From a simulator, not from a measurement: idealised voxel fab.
Process module, titled voxel fin reveal
The cross-section shown here is cut; it is 220 nm wide and divided into square cells measuring 5 nm on a side.
The cross-sections in this document take the form of a grid made of square cells. They are written out as bands, in order from top to bottom. Each band consists of one or more rows of cells.
Quick guide to a band line: top height, bottom height (nm) up front; then every material left to right with its width in nm. Only one material and it's marked "everywhere"? Then it fills the band edge to edge. And "empty" just means empty space.
All heights in this document are referenced to 0, defined as the level beneath which the wafer, as received, consists entirely of one material. The lowest band is not bounded below; it extends indefinitely downward and is written in the form "0 -> down".
Read "30 to 40" as a graded width: first number on top, second number at the bottom, same change between each pair of neighbouring rows.
A step reported as "nothing was modified" is a step in which no cell of the cross-section changed.
Look at "Closed voids list" for the closed voids: empty spaces with no open path to the top, sized 8 cells or up. Each is width x height at distance, distance from the left edge, all nm.
Anything after a step's settings on that line? It's the simulator's own note about the step.
A step's line can hold "overlay nm"; with a mask on that step, the setting says how far right of the planned place the mask lay, while a negative setting says it lay to the left.
**So here's the lineup of process steps we planned**
1 op RECEIVE | material Si
2 op CONFORMAL_DEP | material SiN | thk nm 10
3 op MASKED_ETCH | tone cover | mask id FINS | width nm 15 | pitch nm 40 | etch materials SiN | depth nm 10 | overlay nm 0
4 op MASKED_ETCH | tone cover | mask id FINS | width nm 15 | pitch nm 40 | etch materials Si | depth nm 40 | overlay nm 0
5 op OXIDIZE | depth nm 5
6 op FILL_DEP | material SiO2 | thk nm 5
7 op CMP | height nm 10
8 op SELECTIVE_ETCH | etch materials SiO2 | depth nm 40
9 op STRIP | etch materials SiN
**First of two wafers, processed according to plan**
**Wafer at receipt (post step 1), cross-section**
- 0 -> down  Si everywhere
- Closed voids list: none
**Cross-section of the wafer subsequent to step 2**
- 10 -> 0  SiN everywhere
- For the remainder of the cross-section, below 0, there is no change.
**Cross-section of the wafer subsequent to step 3**
- 10 -> 0  empty=40, then SiN=15, then empty=25, then SiN=15, then empty=25, then SiN=15, then empty=25, then SiN=15, then empty=45
- For the remainder of the cross-section, below 0, there is no change.
**Cross-section of the wafer subsequent to step 4**
- 10 -> 0  empty=40, then SiN=15, then empty=25, then SiN=15, then empty=25, then SiN=15, then empty=25, then SiN=15, then empty=45
- 0 -> -40  empty=40, then Si=15, then empty=25, then Si=15, then empty=25, then Si=15, then empty=25, then Si=15, then empty=45
- For the remainder of the cross-section, below -40, there is no change.
**Cross-section of the wafer subsequent to step 5**
- 10 -> 0  empty=40, then SiN=15, then empty=25, then SiN=15, then empty=25, then SiN=15, then empty=25, then SiN=15, then empty=45
- 0 -> -40  empty=40, then SiO2=5, then Si=5, then SiO2=5, then empty=25, then SiO2=5, then Si=5, then SiO2=5, then empty=25, then SiO2=5, then Si=5, then SiO2=5, then empty=25, then SiO2=5, then Si=5, then SiO2=5, then empty=45
- -40 -> -45  SiO2=45, then Si=5, then SiO2=35, then Si=5, then SiO2=35, then Si=5, then SiO2=35, then Si=5, then SiO2=50
- For the remainder of the cross-section, below -45, there is no change.
**Cross-section of the wafer subsequent to step 6**
- 15 -> 10  SiO2 everywhere
- 10 -> 0  SiO2=40, then SiN=15, then SiO2=25, then SiN=15, then SiO2=25, then SiN=15, then SiO2=25, then SiN=15, then SiO2=45
- 0 -> -45  SiO2=45, then Si=5, then SiO2=35, then Si=5, then SiO2=35, then Si=5, then SiO2=35, then Si=5, then SiO2=50
- For the remainder of the cross-section, below -45, there is no change.
**Cross-section of the wafer subsequent to step 7**
- 10 -> 0  SiO2=40, then SiN=15, then SiO2=25, then SiN=15, then SiO2=25, then SiN=15, then SiO2=25, then SiN=15, then SiO2=45
- For the remainder of the cross-section, below 0, there is no change.
**Cross-section of the wafer subsequent to step 8**
- 10 -> 0  empty=40, then SiN=15, then empty=25, then SiN=15, then empty=25, then SiN=15, then empty=25, then SiN=15, then empty=45
- 0 -> -30  empty=45, then Si=5, then empty=35, then Si=5, then empty=35, then Si=5, then empty=35, then Si=5, then empty=50
- For the remainder of the cross-section, below -30, there is no change.
**Cross-section of the wafer subsequent to step 9**
- 0 -> -30  empty=45, then Si=5, then empty=35, then Si=5, then empty=35, then Si=5, then empty=35, then Si=5, then empty=50
- For the remainder of the cross-section, below -30, there is no change.
**Second wafer - shared start and plan with the first - one error in running - same as the first up to step 3 inclusive**
**Second wafer cross-section, taken as of the time the plan sets for step 4 to be done**
- 10 -> 0  empty=40, then SiN=15, then empty=25, then SiN=15, then empty=25, then SiN=15, then empty=25, then SiN=15, then empty=45
- 0 -> -35  empty=40, then Si=15, then empty=25, then Si=15, then empty=25, then Si=15, then empty=25, then Si=15, then empty=45
- For the remainder of the cross-section, below -35, there is no change.
**Second wafer cross-section, taken as of the time the plan sets for step 5 to be done**
- 10 -> 0  empty=40, then SiN=15, then empty=25, then SiN=15, then empty=25, then SiN=15, then empty=25, then SiN=15, then empty=45
- 0 -> -35  empty=40, then SiO2=5, then Si=5, then SiO2=5, then empty=25, then SiO2=5, then Si=5, then SiO2=5, then empty=25, then SiO2=5, then Si=5, then SiO2=5, then empty=25, then SiO2=5, then Si=5, then SiO2=5, then empty=45
- -35 -> -40  SiO2=45, then Si=5, then SiO2=35, then Si=5, then SiO2=35, then Si=5, then SiO2=35, then Si=5, then SiO2=50
- For the remainder of the cross-section, below -40, there is no change.
**Second wafer cross-section, taken as of the time the plan sets for step 6 to be done**
- 15 -> 10  SiO2 everywhere
- 10 -> 0  SiO2=40, then SiN=15, then SiO2=25, then SiN=15, then SiO2=25, then SiN=15, then SiO2=25, then SiN=15, then SiO2=45
- 0 -> -40  SiO2=45, then Si=5, then SiO2=35, then Si=5, then SiO2=35, then Si=5, then SiO2=35, then Si=5, then SiO2=50
- For the remainder of the cross-section, below -40, there is no change.
**Second wafer cross-section, taken as of the time the plan sets for step 7 to be done**
- 10 -> 0  SiO2=40, then SiN=15, then SiO2=25, then SiN=15, then SiO2=25, then SiN=15, then SiO2=25, then SiN=15, then SiO2=45
- For the remainder of the cross-section, below 0, there is no change.
**Second wafer cross-section, taken as of the time the plan sets for step 8 to be done**
- 10 -> 0  empty=40, then SiN=15, then empty=25, then SiN=15, then empty=25, then SiN=15, then empty=25, then SiN=15, then empty=45
- 0 -> -30  empty=45, then Si=5, then empty=35, then Si=5, then empty=35, then Si=5, then empty=35, then Si=5, then empty=50
- For the remainder of the cross-section, below -30, there is no change.
**Second wafer cross-section, taken as of the time the plan sets for step 9 to be done**
- 0 -> -30  empty=45, then Si=5, then empty=35, then Si=5, then empty=35, then Si=5, then empty=35, then Si=5, then empty=50
- For the remainder of the cross-section, below -30, there is no change.
Misprocessing identified: step 4 did not use the planned setting and instead ran as op MASKED_ETCH | tone cover | mask id FINS | width nm 15 | pitch nm 40 | etch materials Si | depth nm 35 | overlay nm 0
End of process, cell counts, second wafer against first, materials with more or fewer: 40 more of Si; 40 fewer of SiO2
